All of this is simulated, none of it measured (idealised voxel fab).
Process module under the name voxel quadruple lines
Each square cell in cross-section cut measures 5 nm, and the section as a whole is 195 nm wide.
Throughout this document, each cross-section is represented as a grid of square cells and is presented as a sequence of bands enumerated from the top downward, where a band comprises one or more rows of cells. A band entry consists of two parts. The first gives the height of the band's top and the height of its bottom, in nm. The rest lists the band's materials from left to right, each with its width in nm. A single material labelled with the word "everywhere" fills the band from edge to edge, and the word "blank" marks empty space. Height is counted from the level 0, under which the received wafer is composed throughout of one material. The lowest of the bands is not closed at the bottom but continues downward, in the notation "z 0 and below". Per-row width for "30->40": begins at first number (top row of band), ends at second number (bottom row), increment between rows held constant. The cross-section has no changed cell in any step marked "no modifications". This entry, "Voids lacking openings", enumerates those empty regions of no fewer than 8 cells that possess no open connection to the top. Each region is reported in the form width x height at distance, the distance being taken from the left edge, with all three quantities expressed in nm. after a step's settings: what the simulator itself notes on the step. Steps that use a mask can have "overlay nm" on their line. It says how far the mask sat to the right of where it was meant to be. Negative means to the left.

Here's what the planned process steps look like
step 1: RECEIVE [material Si]
step 2: CONFORMAL_DEP [material Al2O3] [thk nm 5]
step 3: DIRECTIONAL_DEP [material W] [thk nm 10]
step 4: DIRECTIONAL_DEP [material polySi] [thk nm 15]
step 5: DIRECTIONAL_DEP [material aC] [thk nm 25]
step 6: PATTERN [tone cover] [mask id MANDREL] [material resist] [width nm 15] [thk nm 35] [overlay nm 0]
step 7: DIRECTIONAL_ETCH [etch materials aC] [depth nm 25]
step 8: STRIP [etch materials resist]
step 9: CONFORMAL_DEP [material SiO2] [thk nm 15]
step 10: DIRECTIONAL_ETCH [etch materials SiO2] [depth nm 15]
step 11: STRIP [etch materials aC]
step 12: DIRECTIONAL_ETCH [etch materials polySi] [depth nm 15]
step 13: STRIP [etch materials SiO2]
step 14: CONFORMAL_DEP [material SiCN] [thk nm 5]
step 15: DIRECTIONAL_ETCH [etch materials SiCN] [depth nm 5]
step 16: STRIP [etch materials polySi]
step 17: DIRECTIONAL_ETCH [etch materials W] [depth nm 10]
step 18: STRIP [etch materials SiCN]
step 19: FILL_DEP [material SiO2] [thk nm 5]
step 20: CMP [height nm 15]
The plan shows the width nm of step 6 as the first wafer had it; this setting differs between the wafers, which start out alike.

Incoming state of the first of several wafers in cross-section: after step 1
z 0 and below | Si everywhere
Voids lacking openings: none

First of several wafers: cross-section at the end of the module, after step 20, its last step
z 15 to 5 | SiO2=70  W=5  SiO2=15  W=5  SiO2=5  W=5  SiO2=15  W=5  SiO2=70
z 5 to 0 | Al2O3 everywhere
z 0 and below | Si everywhere
Voids lacking openings: none

Last wafer, end of module, cross-section
z 15 to 5 | SiO2=60  W=5  SiO2=15  W=5  SiO2=30  W=5  SiO2=15  W=5  SiO2=55
z 5 to 0 | Al2O3 everywhere
z 0 and below | Si everywhere
Voids lacking openings: none

Below, a row for every wafer. Read it as the end-of-module picture: for each material the wafer shows its cells gained (+) or lost (-) since it was received, and then its closed voids
width nm 15; +39 Al2O3; +70 SiO2; +8 W; Voids lacking openings: none
width nm 20; +39 Al2O3; +70 SiO2; +8 W; Voids lacking openings: none
width nm 25; +39 Al2O3; +70 SiO2; +8 W; Voids lacking openings: none
width nm 30; +39 Al2O3; +70 SiO2; +8 W; Voids lacking openings: none
width nm 35; +39 Al2O3; +70 SiO2; +8 W; Voids lacking openings: none
width nm 40; +39 Al2O3; +70 SiO2; +8 W; Voids lacking openings: none
